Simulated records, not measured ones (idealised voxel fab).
process module | voxel ribs on slabs
The figure presents cross-section cut, which has a width of 170 nm and is divided into square cells with an edge length of 5 nm.
A cross-section is written here as square cells arranged in a grid, and it is given in bands from the top down, each band taking up one or more rows of cells.
Band entry format. Leading values: height of top, height of bottom, nm. Remainder: materials in left-to-right order, each with its width in nm. Special words: "everywhere" on a single material, which then fills the band edge to edge; "empty", empty space.
Heights are measured from 0, the level below which the as-received wafer is all one material; the lowest band has no bottom and continues downward, written as in "0 and below".
A width given as "30..40" starts at the first number in the band's top row and ends at the second number in its bottom row, shifting by an equal amount at every step from row to row.
No cell of the cross-section changed in a step that is given as "all unchanged".
What "Sealed cavities" gives you is every empty space of 8 cells or more that is cut off from the top. Each appears as width x height at distance, with the distance taken from the left edge and width, height and distance all in nm.
Heads up: the bit after the settings on a step's line is the simulator's remark on that step.
overlay nm: where the mask lay relative to plan, measured to the right, on steps with a mask; negatives go left.
Quick note on how to read the rest: it's all pairs. You get the cross-section before a process step and the one after, but the after one only goes down as far as the lowest band that changed. The step in between, with its settings, sits under the pair. Heads up, the pairs can come from different runs of this module on the same starting wafer, so don't assume a pair picks up from the one above unless its "Cross-section, before" entry says it does.

Cross-section, before
	0 and below  Si everywhere
	Sealed cavities: none

Resulting Structure
	25 down to 0  SiO2 everywhere
	Below 0, no change.
	Sealed cavities: none
The step occurring between the two cross-sections depicted above is identified as DIRECTIONAL_DEP (material SiO2; thk nm 25)

Cross-section, before: the cross-section after the pair above

Resulting Structure
	45 down to 25  SiN everywhere
	Below 25, no change.
	Sealed cavities: none
The step occurring between the two cross-sections depicted above is identified as DIRECTIONAL_DEP (material SiN; thk nm 20)

Cross-section, before: the cross-section after the pair above

Resulting Structure
	45 down to 30  empty: 75, SiN: 20, empty: 75
	Below 30, no change.
	Sealed cavities: none
The step occurring between the two cross-sections depicted above is identified as MASKED_ETCH (tone cover; mask id RIB; width nm 20; etch materials SiN; depth nm 15; overlay nm 0)

Cross-section, before: the cross-section after the pair above

Resulting Structure
	60 down to 45  empty: 55, resist: 60, empty: 55
	45 down to 30  empty: 55, resist: 20, SiN: 20, resist: 20, empty: 55
	Below 30, no change.
	Sealed cavities: none
The step occurring between the two cross-sections depicted above is identified as PATTERN (tone cover; mask id SLAB; material resist; width nm 60; thk nm 15; overlay nm 0)

Cross-section, before: the cross-section after the pair above

Resulting Structure
	60 down to 45  empty: 55, resist: 60, empty: 55
	45 down to 30  empty: 55, resist: 20, SiN: 20, resist: 20, empty: 55
	30 down to 25  empty: 55, SiN: 60, empty: 55
	Below 25, no change.
	Sealed cavities: none
The step occurring between the two cross-sections depicted above is identified as DIRECTIONAL_ETCH (etch materials SiN; depth nm 5)

Cross-section, before: the cross-section after the pair above

Resulting Structure
	45 down to 30  empty: 75, SiN: 20, empty: 75
	Below 30, no change.
	Sealed cavities: none
The step occurring between the two cross-sections depicted above is identified as STRIP (etch materials resist)

Cross-section, before: the cross-section after the pair above

Resulting Structure
	70 down to 45  SiO2 everywhere
	45 down to 30  SiO2: 75, SiN: 20, SiO2: 75
	30 down to 25  SiO2: 55, SiN: 60, SiO2: 55
	Below 25, no change.
	Sealed cavities: none
The step occurring between the two cross-sections depicted above is identified as FILL_DEP (material SiO2; thk nm 25)

Cross-section, before: the cross-section after the pair above

Resulting Structure
	60 down to 45  SiO2 everywhere
	Below 45, no change.
	Sealed cavities: none
The step occurring between the two cross-sections depicted above is identified as CMP (height nm 60)

Cross-section, before: the cross-section after the pair above

Resulting Structure
	65 down to 60  TiN everywhere
	Below 60, no change.
	Sealed cavities: none
The step occurring between the two cross-sections depicted above is identified as DIRECTIONAL_DEP (material TiN; thk nm 5)

Cross-section, before: the cross-section after the pair above

Resulting Structure
	80 down to 65  empty: 70, resist: 30, empty: 70
	Below 65, no change.
	Sealed cavities: none
The step occurring between the two cross-sections depicted above is identified as PATTERN (tone cover; mask id HEATER; material resist; width nm 30; thk nm 15; overlay nm 0)

Cross-section, before: the cross-section after the pair above

Resulting Structure
	80 down to 65  empty: 70, resist: 30, empty: 70
	65 down to 60  empty: 70, TiN: 30, empty: 70
	Below 60, no change.
	Sealed cavities: none
The step occurring between the two cross-sections depicted above is identified as DIRECTIONAL_ETCH (etch materials TiN; depth nm 5)

Cross-section, before: the cross-section after the pair above

Resulting Structure
	65 down to 60  empty: 70, TiN: 30, empty: 70
	Below 60, no change.
	Sealed cavities: none
The step occurring between the two cross-sections depicted above is identified as STRIP (etch materials resist)

Cross-section, before: the cross-section after the pair above

Resulting Structure
	75 down to 70  empty: 60, SiN: 50, empty: 60
	70 down to 65  SiN everywhere
	65 down to 60  SiN: 70, TiN: 30, SiN: 70
	Below 60, no change.
	Sealed cavities: none
The step occurring between the two cross-sections depicted above is identified as CONFORMAL_DEP (material SiN; thk nm 10)

Cross-section, before
	45 down to 25  SiN everywhere
	25 down to 0  SiO2 everywhere
	0 and below  Si everywhere
	Sealed cavities: none

Resulting Structure
	65 down to 25  SiN everywhere
	Below 25, no change.
	Sealed cavities: none
The step occurring between the two cross-sections depicted above is identified as DIRECTIONAL_DEP (material SiN; thk nm 20)

Cross-section, before: the cross-section after the pair above

Resulting Structure
	65 down to 50  empty: 75, SiN: 20, empty: 75
	Below 50, no change.
	Sealed cavities: none
The step occurring between the two cross-sections depicted above is identified as MASKED_ETCH (tone cover; mask id RIB; width nm 20; etch materials SiN; depth nm 15; overlay nm 0)

Cross-section, before: the cross-section after the pair above

Resulting Structure
	80 down to 65  empty: 55, resist: 60, empty: 55
	65 down to 50  empty: 55, resist: 20, SiN: 20, resist: 20, empty: 55
	Below 50, no change.
	Sealed cavities: none
The step occurring between the two cross-sections depicted above is identified as PATTERN (tone cover; mask id SLAB; material resist; width nm 60; thk nm 15; overlay nm 0)

Cross-section, before: the cross-section after the pair above

Resulting Structure
	80 down to 65  empty: 55, resist: 60, empty: 55
	65 down to 50  empty: 55, resist: 20, SiN: 20, resist: 20, empty: 55
	50 down to 45  empty: 55, SiN: 60, empty: 55
	Below 45, no change.
	Sealed cavities: none
The step occurring between the two cross-sections depicted above is identified as DIRECTIONAL_ETCH (etch materials SiN; depth nm 5)

Cross-section, before: the cross-section after the pair above

Resulting Structure
	65 down to 50  empty: 75, SiN: 20, empty: 75
	Below 50, no change.
	Sealed cavities: none
The step occurring between the two cross-sections depicted above is identified as STRIP (etch materials resist)

Cross-section, before: the cross-section after the pair above

Resulting Structure
	90 down to 65  SiO2 everywhere
	65 down to 50  SiO2: 75, SiN: 20, SiO2: 75
	50 down to 45  SiO2: 55, SiN: 60, SiO2: 55
	Below 45, no change.
	Sealed cavities: none
The step occurring between the two cross-sections depicted above is identified as FILL_DEP (material SiO2; thk nm 25)

Cross-section, before: the cross-section after the pair above

Resulting Structure
	60 down to 50  SiO2: 75, SiN: 20, SiO2: 75
	Below 50, no change.
	Sealed cavities: none
The step occurring between the two cross-sections depicted above is identified as CMP (height nm 60)

Cross-section, before: the cross-section after the pair above

Resulting Structure
	65 down to 60  TiN everywhere
	Below 60, no change.
	Sealed cavities: none
The step occurring between the two cross-sections depicted above is identified as DIRECTIONAL_DEP (material TiN; thk nm 5)

Cross-section, before: the cross-section after the pair above

Resulting Structure
	80 down to 65  empty: 70, resist: 30, empty: 70
	Below 65, no change.
	Sealed cavities: none
The step occurring between the two cross-sections depicted above is identified as PATTERN (tone cover; mask id HEATER; material resist; width nm 30; thk nm 15; overlay nm 0)

Cross-section, before: the cross-section after the pair above

Resulting Structure
	80 down to 65  empty: 70, resist: 30, empty: 70
	65 down to 60  empty: 70, TiN: 30, empty: 70
	Below 60, no change.
	Sealed cavities: none
The step occurring between the two cross-sections depicted above is identified as DIRECTIONAL_ETCH (etch materials TiN; depth nm 5)

Cross-section, before: the cross-section after the pair above

Resulting Structure
	65 down to 60  empty: 70, TiN: 30, empty: 70
	Below 60, no change.
	Sealed cavities: none
The step occurring between the two cross-sections depicted above is identified as STRIP (etch materials resist)

Cross-section, before: the cross-section after the pair above

Resulting Structure
	75 down to 70  empty: 60, SiN: 50, empty: 60
	70 down to 65  SiN everywhere
	65 down to 60  SiN: 70, TiN: 30, SiN: 70
	Below 60, no change.
	Sealed cavities: none
The step occurring between the two cross-sections depicted above is identified as CONFORMAL_DEP (material SiN; thk nm 10)

Cross-section, before
	0 and below  Si everywhere
	Sealed cavities: none

Resulting Structure
	20 down to 0  SiN everywhere
	Below 0, no change.
	Sealed cavities: none
The step occurring between the two cross-sections depicted above is identified as DIRECTIONAL_DEP (material SiN; thk nm 20)

Cross-section, before: the cross-section after the pair above

Resulting Structure
	45 down to 20  SiO2 everywhere
	Below 20, no change.
	Sealed cavities: none
The step occurring between the two cross-sections depicted above is identified as DIRECTIONAL_DEP (material SiO2; thk nm 25)

Cross-section, before: the cross-section after the pair above

Resulting Structure
	60 down to 45  empty: 55, resist: 60, empty: 55
	Below 45, no change.
	Sealed cavities: none
The step occurring between the two cross-sections depicted above is identified as PATTERN (tone cover; mask id SLAB; material resist; width nm 60; thk nm 15; overlay nm 0)

Cross-section, before: the cross-section after the pair above

Resulting Structure
	45 down to 20  SiO2 everywhere
	Below 20, no change.
	Sealed cavities: none
The step occurring between the two cross-sections depicted above is identified as STRIP (etch materials resist)

Cross-section, before: the cross-section after the pair above

Resulting Structure
	70 down to 20  SiO2 everywhere
	Below 20, no change.
	Sealed cavities: none
The step occurring between the two cross-sections depicted above is identified as FILL_DEP (material SiO2; thk nm 25)

Cross-section, before: the cross-section after the pair above

Resulting Structure
	60 down to 20  SiO2 everywhere
	Below 20, no change.
	Sealed cavities: none
The step occurring between the two cross-sections depicted above is identified as CMP (height nm 60)

Cross-section, before: the cross-section after the pair above

Resulting Structure
	65 down to 60  TiN everywhere
	Below 60, no change.
	Sealed cavities: none
The step occurring between the two cross-sections depicted above is identified as DIRECTIONAL_DEP (material TiN; thk nm 5)

Cross-section, before: the cross-section after the pair above

Resulting Structure
	80 down to 65  empty: 70, resist: 30, empty: 70
	Below 65, no change.
	Sealed cavities: none
The step occurring between the two cross-sections depicted above is identified as PATTERN (tone cover; mask id HEATER; material resist; width nm 30; thk nm 15; overlay nm 0)

Cross-section, before: the cross-section after the pair above

Resulting Structure
	80 down to 65  empty: 70, resist: 30, empty: 70
	65 down to 60  empty: 70, TiN: 30, empty: 70
	Below 60, no change.
	Sealed cavities: none
The step occurring between the two cross-sections depicted above is identified as DIRECTIONAL_ETCH (etch materials TiN; depth nm 5)

Cross-section, before: the cross-section after the pair above

Resulting Structure
	65 down to 60  empty: 70, TiN: 30, empty: 70
	Below 60, no change.
	Sealed cavities: none
The step occurring between the two cross-sections depicted above is identified as STRIP (etch materials resist)

Cross-section, before: the cross-section after the pair above

Resulting Structure
	75 down to 70  empty: 60, SiN: 50, empty: 60
	70 down to 65  SiN everywhere
	65 down to 60  SiN: 70, TiN: 30, SiN: 70
	Below 60, no change.
	Sealed cavities: none
The step occurring between the two cross-sections depicted above is identified as CONFORMAL_DEP (material SiN; thk nm 10)

Cross-section, before
	0 and below  Si everywhere
	Sealed cavities: none

Resulting Structure
	15 down to 0  SiO2 everywhere
	Below 0, no change.
	Sealed cavities: none
The step occurring between the two cross-sections depicted above is identified as DIRECTIONAL_DEP (material SiO2; thk nm 15)

Cross-section, before: the cross-section after the pair above

Resulting Structure
	35 down to 15  SiN everywhere
	Below 15, no change.
	Sealed cavities: none
The step occurring between the two cross-sections depicted above is identified as DIRECTIONAL_DEP (material SiN; thk nm 20)

Cross-section, before: the cross-section after the pair above

Resulting Structure
	35 down to 20  empty: 75, SiN: 20, empty: 75
	Below 20, no change.
	Sealed cavities: none
The step occurring between the two cross-sections depicted above is identified as MASKED_ETCH (tone cover; mask id RIB; width nm 20; etch materials SiN; depth nm 15; overlay nm 0)

Cross-section, before: the cross-section after the pair above

Resulting Structure
	50 down to 35  empty: 55, resist: 60, empty: 55
	35 down to 20  empty: 55, resist: 20, SiN: 20, resist: 20, empty: 55
	Below 20, no change.
	Sealed cavities: none
The step occurring between the two cross-sections depicted above is identified as PATTERN (tone cover; mask id SLAB; material resist; width nm 60; thk nm 15; overlay nm 0)

Cross-section, before: the cross-section after the pair above

Resulting Structure
	50 down to 35  empty: 55, resist: 60, empty: 55
	35 down to 20  empty: 55, resist: 20, SiN: 20, resist: 20, empty: 55
	20 down to 15  empty: 55, SiN: 60, empty: 55
	Below 15, no change.
	Sealed cavities: none
The step occurring between the two cross-sections depicted above is identified as DIRECTIONAL_ETCH (etch materials SiN; depth nm 5)

Cross-section, before: the cross-section after the pair above

Resulting Structure
	35 down to 20  empty: 75, SiN: 20, empty: 75
	Below 20, no change.
	Sealed cavities: none
The step occurring between the two cross-sections depicted above is identified as STRIP (etch materials resist)

Cross-section, before: the cross-section after the pair above

Resulting Structure
	60 down to 35  SiO2 everywhere
	35 down to 20  SiO2: 75, SiN: 20, SiO2: 75
	20 down to 15  SiO2: 55, SiN: 60, SiO2: 55
	Below 15, no change.
	Sealed cavities: none
The step occurring between the two cross-sections depicted above is identified as FILL_DEP (material SiO2; thk nm 25)

Cross-section, before: the cross-section after the pair above

Resulting Structure
	65 down to 60  TiN everywhere
	Below 60, no change.
	Sealed cavities: none
The step occurring between the two cross-sections depicted above is identified as DIRECTIONAL_DEP (material TiN; thk nm 5)

Cross-section, before: the cross-section after the pair above

Resulting Structure
	80 down to 65  empty: 70, resist: 30, empty: 70
	Below 65, no change.
	Sealed cavities: none
The step occurring between the two cross-sections depicted above is identified as PATTERN (tone cover; mask id HEATER; material resist; width nm 30; thk nm 15; overlay nm 0)

Cross-section, before: the cross-section after the pair above

Resulting Structure
	80 down to 65  empty: 70, resist: 30, empty: 70
	65 down to 60  empty: 70, TiN: 30, empty: 70
	Below 60, no change.
	Sealed cavities: none
The step occurring between the two cross-sections depicted above is identified as DIRECTIONAL_ETCH (etch materials TiN; depth nm 5)

Cross-section, before: the cross-section after the pair above

Resulting Structure
	65 down to 60  empty: 70, TiN: 30, empty: 70
	Below 60, no change.
	Sealed cavities: none
The step occurring between the two cross-sections depicted above is identified as STRIP (etch materials resist)

Cross-section, before: the cross-section after the pair above

Resulting Structure
	75 down to 70  empty: 60, SiN: 50, empty: 60
	70 down to 65  SiN everywhere
	65 down to 60  SiN: 70, TiN: 30, SiN: 70
	Below 60, no change.
	Sealed cavities: none
The step occurring between the two cross-sections depicted above is identified as CONFORMAL_DEP (material SiN; thk nm 10)

Cross-section, before
	45 down to 30  empty: 75, SiN: 20, empty: 75
	30 down to 25  SiN everywhere
	25 down to 0  SiO2 everywhere
	0 and below  Si everywhere
	Sealed cavities: none

Resulting Structure
	60 down to 45  empty: 60, resist: 55, empty: 55
	45 down to 30  empty: 60, resist: 15, SiN: 20, resist: 20, empty: 55
	Below 30, no change.
	Sealed cavities: none
The step occurring between the two cross-sections depicted above is identified as PATTERN (tone cover; mask id SLAB; material resist; width nm 55; thk nm 15; overlay nm 0)

Cross-section, before: the cross-section after the pair above

Resulting Structure
	60 down to 45  empty: 60, resist: 55, empty: 55
	45 down to 30  empty: 60, resist: 15, SiN: 20, resist: 20, empty: 55
	30 down to 25  empty: 60, SiN: 55, empty: 55
	Below 25, no change.
	Sealed cavities: none
The step occurring between the two cross-sections depicted above is identified as DIRECTIONAL_ETCH (etch materials SiN; depth nm 5)

Cross-section, before: the cross-section after the pair above

Resulting Structure
	45 down to 30  empty: 75, SiN: 20, empty: 75
	Below 30, no change.
	Sealed cavities: none
The step occurring between the two cross-sections depicted above is identified as STRIP (etch materials resist)

Cross-section, before: the cross-section after the pair above

Resulting Structure
	70 down to 45  SiO2 everywhere
	45 down to 30  SiO2: 75, SiN: 20, SiO2: 75
	30 down to 25  SiO2: 60, SiN: 55, SiO2: 55
	Below 25, no change.
	Sealed cavities: none
The step occurring between the two cross-sections depicted above is identified as FILL_DEP (material SiO2; thk nm 25)

Cross-section, before: the cross-section after the pair above

Resulting Structure
	60 down to 45  SiO2 everywhere
	Below 45, no change.
	Sealed cavities: none
The step occurring between the two cross-sections depicted above is identified as CMP (height nm 60)

Cross-section, before: the cross-section after the pair above

Resulting Structure
	65 down to 60  TiN everywhere
	Below 60, no change.
	Sealed cavities: none
The step occurring between the two cross-sections depicted above is identified as DIRECTIONAL_DEP (material TiN; thk nm 5)

Cross-section, before: the cross-section after the pair above

Resulting Structure
	80 down to 65  empty: 70, resist: 30, empty: 70
	Below 65, no change.
	Sealed cavities: none
The step occurring between the two cross-sections depicted above is identified as PATTERN (tone cover; mask id HEATER; material resist; width nm 30; thk nm 15; overlay nm 0)

Cross-section, before: the cross-section after the pair above

Resulting Structure
	80 down to 65  empty: 70, resist: 30, empty: 70
	65 down to 60  empty: 70, TiN: 30, empty: 70
	Below 60, no change.
	Sealed cavities: none
The step occurring between the two cross-sections depicted above is identified as DIRECTIONAL_ETCH (etch materials TiN; depth nm 5)

Cross-section, before: the cross-section after the pair above

Resulting Structure
	65 down to 60  empty: 70, TiN: 30, empty: 70
	Below 60, no change.
	Sealed cavities: none
The step occurring between the two cross-sections depicted above is identified as STRIP (etch materials resist)

Cross-section, before: the cross-section after the pair above

Resulting Structure
	75 down to 70  empty: 60, SiN: 50, empty: 60
	70 down to 65  SiN everywhere
	65 down to 60  SiN: 70, TiN: 30, SiN: 70
	Below 60, no change.
	Sealed cavities: none
The step occurring between the two cross-sections depicted above is identified as CONFORMAL_DEP (material SiN; thk nm 10)

Cross-section, before
	45 down to 25  SiN everywhere
	25 down to 0  SiO2 everywhere
	0 and below  Si everywhere
	Sealed cavities: none

Resulting Structure
	45 down to 30  empty: 70, SiN: 20, empty: 80
	Below 30, no change.
	Sealed cavities: none
The step occurring between the two cross-sections depicted above is identified as MASKED_ETCH (tone cover; mask id RIB; width nm 20; etch materials SiN; depth nm 15; overlay nm -5)

Cross-section, before: the cross-section after the pair above

Resulting Structure
	60 down to 45  empty: 55, resist: 60, empty: 55
	45 down to 30  empty: 55, resist: 15, SiN: 20, resist: 25, empty: 55
	Below 30, no change.
	Sealed cavities: none
The step occurring between the two cross-sections depicted above is identified as PATTERN (tone cover; mask id SLAB; material resist; width nm 60; thk nm 15; overlay nm 0)

Cross-section, before: the cross-section after the pair above

Resulting Structure
	60 down to 45  empty: 55, resist: 60, empty: 55
	45 down to 30  empty: 55, resist: 15, SiN: 20, resist: 25, empty: 55
	30 down to 25  empty: 55, SiN: 60, empty: 55
	Below 25, no change.
	Sealed cavities: none
The step occurring between the two cross-sections depicted above is identified as DIRECTIONAL_ETCH (etch materials SiN; depth nm 5)

Cross-section, before: the cross-section after the pair above

Resulting Structure
	45 down to 30  empty: 70, SiN: 20, empty: 80
	Below 30, no change.
	Sealed cavities: none
The step occurring between the two cross-sections depicted above is identified as STRIP (etch materials resist)

Cross-section, before: the cross-section after the pair above

Resulting Structure
	70 down to 45  SiO2 everywhere
	45 down to 30  SiO2: 70, SiN: 20, SiO2: 80
	30 down to 25  SiO2: 55, SiN: 60, SiO2: 55
	Below 25, no change.
	Sealed cavities: none
The step occurring between the two cross-sections depicted above is identified as FILL_DEP (material SiO2; thk nm 25)

Cross-section, before: the cross-section after the pair above

Resulting Structure
	60 down to 45  SiO2 everywhere
	Below 45, no change.
	Sealed cavities: none
The step occurring between the two cross-sections depicted above is identified as CMP (height nm 60)

Cross-section, before: the cross-section after the pair above

Resulting Structure
	65 down to 60  TiN everywhere
	Below 60, no change.
	Sealed cavities: none
The step occurring between the two cross-sections depicted above is identified as DIRECTIONAL_DEP (material TiN; thk nm 5)

Cross-section, before: the cross-section after the pair above

Resulting Structure
	80 down to 65  empty: 70, resist: 30, empty: 70
	Below 65, no change.
	Sealed cavities: none
The step occurring between the two cross-sections depicted above is identified as PATTERN (tone cover; mask id HEATER; material resist; width nm 30; thk nm 15; overlay nm 0)

Cross-section, before: the cross-section after the pair above

Resulting Structure
	80 down to 65  empty: 70, resist: 30, empty: 70
	65 down to 60  empty: 70, TiN: 30, empty: 70
	Below 60, no change.
	Sealed cavities: none
The step occurring between the two cross-sections depicted above is identified as DIRECTIONAL_ETCH (etch materials TiN; depth nm 5)

Cross-section, before: the cross-section after the pair above

Resulting Structure
	65 down to 60  empty: 70, TiN: 30, empty: 70
	Below 60, no change.
	Sealed cavities: none
The step occurring between the two cross-sections depicted above is identified as STRIP (etch materials resist)

Cross-section, before: the cross-section after the pair above

Resulting Structure
	75 down to 70  empty: 60, SiN: 50, empty: 60
	70 down to 65  SiN everywhere
	65 down to 60  SiN: 70, TiN: 30, SiN: 70
	Below 60, no change.
	Sealed cavities: none
The step occurring between the two cross-sections depicted above is identified as CONFORMAL_DEP (material SiN; thk nm 10)

Cross-section, before
	65 down to 60  empty: 70, TiN: 30, empty: 70
	60 down to 45  SiO2 everywhere
	45 down to 30  SiO2: 75, SiN: 20, SiO2: 75
	30 down to 25  SiO2: 55, SiN: 60, SiO2: 55
	25 down to 0  SiO2 everywhere
	0 and below  Si everywhere
	Sealed cavities: none

Resulting Structure
	75 down to 70  empty: 60, SiO2: 50, empty: 60
	70 down to 65  SiO2 everywhere
	65 down to 60  SiO2: 70, TiN: 30, SiO2: 70
	Below 60, no change.
	Sealed cavities: none
The step occurring between the two cross-sections depicted above is identified as CONFORMAL_DEP (material SiO2; thk nm 10)

Cross-section, before
	45 down to 30  empty: 75, SiN: 20, empty: 75
	30 down to 25  SiN everywhere
	25 down to 0  SiO2 everywhere
	0 and below  Si everywhere
	Sealed cavities: none

Resulting Structure
	60 down to 45  resist: 55, empty: 60, resist: 55
	45 down to 30  resist: 55, empty: 20, SiN: 20, empty: 20, resist: 55
	Below 30, no change.
	Sealed cavities: none
The step occurring between the two cross-sections depicted above is identified as PATTERN (tone open; mask id SLAB; material resist; width nm 60; thk nm 15; overlay nm 0)

Cross-section, before: the cross-section after the pair above

Resulting Structure
	60 down to 40  resist: 55, empty: 60, resist: 55
	40 down to 30  resist: 55, empty: 20, SiN: 20, empty: 20, resist: 55
	30 down to 25  SiN: 55, empty: 20, SiN: 20, empty: 20, SiN: 55
	Below 25, no change.
	Sealed cavities: none
The step occurring between the two cross-sections depicted above is identified as DIRECTIONAL_ETCH (etch materials SiN; depth nm 5)

Cross-section, before: the cross-section after the pair above

Resulting Structure
	40 down to 30  empty: 75, SiN: 20, empty: 75
	Below 30, no change.
	Sealed cavities: none
The step occurring between the two cross-sections depicted above is identified as STRIP (etch materials resist)

Cross-section, before: the cross-section after the pair above

Resulting Structure
	65 down to 40  SiO2 everywhere
	40 down to 30  SiO2: 75, SiN: 20, SiO2: 75
	30 down to 25  SiN: 55, SiO2: 20, SiN: 20, SiO2: 20, SiN: 55
	Below 25, no change.
	Sealed cavities: none
The step occurring between the two cross-sections depicted above is identified as FILL_DEP (material SiO2; thk nm 25)

Cross-section, before: the cross-section after the pair above

Resulting Structure
	60 down to 40  SiO2 everywhere
	Below 40, no change.
	Sealed cavities: none
The step occurring between the two cross-sections depicted above is identified as CMP (height nm 60)

Cross-section, before: the cross-section after the pair above

Resulting Structure
	65 down to 60  TiN everywhere
	Below 60, no change.
	Sealed cavities: none
The step occurring between the two cross-sections depicted above is identified as DIRECTIONAL_DEP (material TiN; thk nm 5)

Cross-section, before: the cross-section after the pair above

Resulting Structure
	80 down to 65  empty: 70, resist: 30, empty: 70
	Below 65, no change.
	Sealed cavities: none
The step occurring between the two cross-sections depicted above is identified as PATTERN (tone cover; mask id HEATER; material resist; width nm 30; thk nm 15; overlay nm 0)

Cross-section, before: the cross-section after the pair above

Resulting Structure
	80 down to 65  empty: 70, resist: 30, empty: 70
	65 down to 60  empty: 70, TiN: 30, empty: 70
	Below 60, no change.
	Sealed cavities: none
The step occurring between the two cross-sections depicted above is identified as DIRECTIONAL_ETCH (etch materials TiN; depth nm 5)

Cross-section, before: the cross-section after the pair above

Resulting Structure
	65 down to 60  empty: 70, TiN: 30, empty: 70
	Below 60, no change.
	Sealed cavities: none
The step occurring between the two cross-sections depicted above is identified as STRIP (etch materials resist)

Cross-section, before: the cross-section after the pair above

Resulting Structure
	75 down to 70  empty: 60, SiN: 50, empty: 60
	70 down to 65  SiN everywhere
	65 down to 60  SiN: 70, TiN: 30, SiN: 70
	Below 60, no change.
	Sealed cavities: none
The step occurring between the two cross-sections depicted above is identified as CONFORMAL_DEP (material SiN; thk nm 10)
